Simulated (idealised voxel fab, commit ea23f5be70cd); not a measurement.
The name of this process module is voxel fin reveal.
Shown is cross-section cut, with a width of 295 nm and square cells of size 5 nm.
Heads up, the way a cross-section reads in here is a grid of square cells, handed over as bands from the top down, with every band being one or more rows of cells. Read a band's entry like this: the first values are the height of its top and the height of its bottom in nm, and what follows is the sequence of materials from left to right, each with its width in nm. Note that "empty" is empty space, and that a single material marked "throughout" reaches across the band from edge to edge. The level at which height equals 0 is the one under which the wafer, as it arrives, is entirely one material. No lower edge exists for the bottom band, which continues downward and is notated as in "0 -> down". The expression "30..40" gives the width at the extremes of the band, the first number at its top row of cells and the second at its bottom row, with the width changing by equal amounts from each row to the next in between. Key: "no alteration" - step with no changed cell in the cross-section. Empty spaces counting at least 8 cells and having no open way to the top are listed in "Closed voids list". The notation width x height at distance is used for each, the distance being from the left edge and all three values in nm. Past the settings on a step's line: simulator remark, on that step. You can add "overlay nm" to a step's line. For a step with a mask, it describes how far the mask lay to the right of its planned position, and a negative number describes a lay to the left.
**Set out below are the planned steps of the process**
| 1 | RECEIVE (material Si) |
| 2 | CONFORMAL_DEP (material SiN; thk nm 10) |
| 3 | DIRECTIONAL_DEP (material aC; thk nm 10) |
| 4 | PATTERN (tone cover; mask id FINS; material resist; width nm 15; pitch nm 45; thk nm 30; overlay nm 0) |
| 5 | DIRECTIONAL_ETCH (etch materials aC; depth nm 10) |
| 6 | STRIP (etch materials resist) |
| 7 | DIRECTIONAL_ETCH (etch materials SiN; depth nm 10) |
| 8 | DIRECTIONAL_ETCH (etch materials Si; depth nm 40) |
| 9 | STRIP (etch materials aC) |
| 10 | FILL_DEP (material SiO2; thk nm 5) |
| 11 | CMP (height nm 10) |
| 12 | SELECTIVE_ETCH (etch materials SiO2; depth nm 25) |
| 13 | STRIP (etch materials SiN) |
**Run as planned: first of two wafers**
**Cross-section of the wafer at receipt, which is the condition after step 1**
- 0 -> down = Si throughout
- Closed voids list: none
**You're looking at a cross-section of the wafer after step 2**
- 10 -> 0 = SiN throughout
- At heights below 0, the structure remains unaltered.
**You're looking at a cross-section of the wafer after step 3**
- 20 -> 10 = aC throughout
- At heights below 10, the structure remains unaltered.
**You're looking at a cross-section of the wafer after step 4**
- 50 -> 20 = 70 nm empty, 15 nm resist, 30 nm empty, 15 nm resist, 30 nm empty, 15 nm resist, 30 nm empty, 15 nm resist, 75 nm empty
- At heights below 20, the structure remains unaltered.
**You're looking at a cross-section of the wafer after step 5**
- 40 -> 20 = 70 nm empty, 15 nm resist, 30 nm empty, 15 nm resist, 30 nm empty, 15 nm resist, 30 nm empty, 15 nm resist, 75 nm empty
- 20 -> 10 = 70 nm empty, 15 nm aC, 30 nm empty, 15 nm aC, 30 nm empty, 15 nm aC, 30 nm empty, 15 nm aC, 75 nm empty
- At heights below 10, the structure remains unaltered.
**You're looking at a cross-section of the wafer after step 6**
- 20 -> 10 = 70 nm empty, 15 nm aC, 30 nm empty, 15 nm aC, 30 nm empty, 15 nm aC, 30 nm empty, 15 nm aC, 75 nm empty
- At heights below 10, the structure remains unaltered.
**You're looking at a cross-section of the wafer after step 7**
- 20 -> 10 = 70 nm empty, 15 nm aC, 30 nm empty, 15 nm aC, 30 nm empty, 15 nm aC, 30 nm empty, 15 nm aC, 75 nm empty
- 10 -> 0 = 70 nm empty, 15 nm SiN, 30 nm empty, 15 nm SiN, 30 nm empty, 15 nm SiN, 30 nm empty, 15 nm SiN, 75 nm empty
- At heights below 0, the structure remains unaltered.
**You're looking at a cross-section of the wafer after step 8**
- 20 -> 10 = 70 nm empty, 15 nm aC, 30 nm empty, 15 nm aC, 30 nm empty, 15 nm aC, 30 nm empty, 15 nm aC, 75 nm empty
- 10 -> 0 = 70 nm empty, 15 nm SiN, 30 nm empty, 15 nm SiN, 30 nm empty, 15 nm SiN, 30 nm empty, 15 nm SiN, 75 nm empty
- 0 -> -40 = 70 nm empty, 15 nm Si, 30 nm empty, 15 nm Si, 30 nm empty, 15 nm Si, 30 nm empty, 15 nm Si, 75 nm empty
- At heights below -40, the structure remains unaltered.
**You're looking at a cross-section of the wafer after step 9**
- 10 -> 0 = 70 nm empty, 15 nm SiN, 30 nm empty, 15 nm SiN, 30 nm empty, 15 nm SiN, 30 nm empty, 15 nm SiN, 75 nm empty
- At heights below 0, the structure remains unaltered.
**You're looking at a cross-section of the wafer after step 10**
- 15 -> 10 = SiO2 throughout
- 10 -> 0 = 70 nm SiO2, 15 nm SiN, 30 nm SiO2, 15 nm SiN, 30 nm SiO2, 15 nm SiN, 30 nm SiO2, 15 nm SiN, 75 nm SiO2
- 0 -> -40 = 70 nm SiO2, 15 nm Si, 30 nm SiO2, 15 nm Si, 30 nm SiO2, 15 nm Si, 30 nm SiO2, 15 nm Si, 75 nm SiO2
- At heights below -40, the structure remains unaltered.
**You're looking at a cross-section of the wafer after step 11**
- 10 -> 0 = 70 nm SiO2, 15 nm SiN, 30 nm SiO2, 15 nm SiN, 30 nm SiO2, 15 nm SiN, 30 nm SiO2, 15 nm SiN, 75 nm SiO2
- At heights below 0, the structure remains unaltered.
**You're looking at a cross-section of the wafer after step 12**
- 10 -> 0 = 70 nm empty, 15 nm SiN, 30 nm empty, 15 nm SiN, 30 nm empty, 15 nm SiN, 30 nm empty, 15 nm SiN, 75 nm empty
- 0 -> -15 = 70 nm empty, 15 nm Si, 30 nm empty, 15 nm Si, 30 nm empty, 15 nm Si, 30 nm empty, 15 nm Si, 75 nm empty
- At heights below -15, the structure remains unaltered.
**You're looking at a cross-section of the wafer after step 13**
- 0 -> -15 = 70 nm empty, 15 nm Si, 30 nm empty, 15 nm Si, 30 nm empty, 15 nm Si, 30 nm empty, 15 nm Si, 75 nm empty
- At heights below -15, the structure remains unaltered.
**Now the other wafer: same start, same recipe, but we messed up one thing when running it. Up to and including step 3 it's the same as the first one**
**The second wafer cut through, at the time step 4 was supposed to be finished**
- 50 -> 20 = 70 nm empty, 20 nm resist, 25 nm empty, 20 nm resist, 25 nm empty, 20 nm resist, 25 nm empty, 20 nm resist, 70 nm empty
- At heights below 20, the structure remains unaltered.
**The second wafer cut through, at the time step 5 was supposed to be finished**
- 40 -> 20 = 70 nm empty, 20 nm resist, 25 nm empty, 20 nm resist, 25 nm empty, 20 nm resist, 25 nm empty, 20 nm resist, 70 nm empty
- 20 -> 10 = 70 nm empty, 20 nm aC, 25 nm empty, 20 nm aC, 25 nm empty, 20 nm aC, 25 nm empty, 20 nm aC, 70 nm empty
- At heights below 10, the structure remains unaltered.
**The second wafer cut through, at the time step 6 was supposed to be finished**
- 20 -> 10 = 70 nm empty, 20 nm aC, 25 nm empty, 20 nm aC, 25 nm empty, 20 nm aC, 25 nm empty, 20 nm aC, 70 nm empty
- At heights below 10, the structure remains unaltered.
**The second wafer cut through, at the time step 7 was supposed to be finished**
- 20 -> 10 = 70 nm empty, 20 nm aC, 25 nm empty, 20 nm aC, 25 nm empty, 20 nm aC, 25 nm empty, 20 nm aC, 70 nm empty
- 10 -> 0 = 70 nm empty, 20 nm SiN, 25 nm empty, 20 nm SiN, 25 nm empty, 20 nm SiN, 25 nm empty, 20 nm SiN, 70 nm empty
- At heights below 0, the structure remains unaltered.
**The second wafer cut through, at the time step 8 was supposed to be finished**
- 20 -> 10 = 70 nm empty, 20 nm aC, 25 nm empty, 20 nm aC, 25 nm empty, 20 nm aC, 25 nm empty, 20 nm aC, 70 nm empty
- 10 -> 0 = 70 nm empty, 20 nm SiN, 25 nm empty, 20 nm SiN, 25 nm empty, 20 nm SiN, 25 nm empty, 20 nm SiN, 70 nm empty
- 0 -> -40 = 70 nm empty, 20 nm Si, 25 nm empty, 20 nm Si, 25 nm empty, 20 nm Si, 25 nm empty, 20 nm Si, 70 nm empty
- At heights below -40, the structure remains unaltered.
**The second wafer cut through, at the time step 9 was supposed to be finished**
- 10 -> 0 = 70 nm empty, 20 nm SiN, 25 nm empty, 20 nm SiN, 25 nm empty, 20 nm SiN, 25 nm empty, 20 nm SiN, 70 nm empty
- At heights below 0, the structure remains unaltered.
**The second wafer cut through, at the time step 10 was supposed to be finished**
- 15 -> 10 = SiO2 throughout
- 10 -> 0 = 70 nm SiO2, 20 nm SiN, 25 nm SiO2, 20 nm SiN, 25 nm SiO2, 20 nm SiN, 25 nm SiO2, 20 nm SiN, 70 nm SiO2
- 0 -> -40 = 70 nm SiO2, 20 nm Si, 25 nm SiO2, 20 nm Si, 25 nm SiO2, 20 nm Si, 25 nm SiO2, 20 nm Si, 70 nm SiO2
- At heights below -40, the structure remains unaltered.
**The second wafer cut through, at the time step 11 was supposed to be finished**
- 10 -> 0 = 70 nm SiO2, 20 nm SiN, 25 nm SiO2, 20 nm SiN, 25 nm SiO2, 20 nm SiN, 25 nm SiO2, 20 nm SiN, 70 nm SiO2
- At heights below 0, the structure remains unaltered.
**The second wafer cut through, at the time step 12 was supposed to be finished**
- 10 -> 0 = 70 nm empty, 20 nm SiN, 25 nm empty, 20 nm SiN, 25 nm empty, 20 nm SiN, 25 nm empty, 20 nm SiN, 70 nm empty
- 0 -> -15 = 70 nm empty, 20 nm Si, 25 nm empty, 20 nm Si, 25 nm empty, 20 nm Si, 25 nm empty, 20 nm Si, 70 nm empty
- At heights below -15, the structure remains unaltered.
**The second wafer cut through, at the time step 13 was supposed to be finished**
- 0 -> -15 = 70 nm empty, 20 nm Si, 25 nm empty, 20 nm Si, 25 nm empty, 20 nm Si, 25 nm empty, 20 nm Si, 70 nm empty
- At heights below -15, the structure remains unaltered.
what went wrong: so step 4 ended up running with a different setting than we planned, it ran as PATTERN (tone cover; mask id FINS; material resist; width nm 20; pitch nm 45; thk nm 30; overlay nm 0)
Wafer comparison, final, in cells, second relative to first, materials more or fewer: +32 Si, -20 SiO2
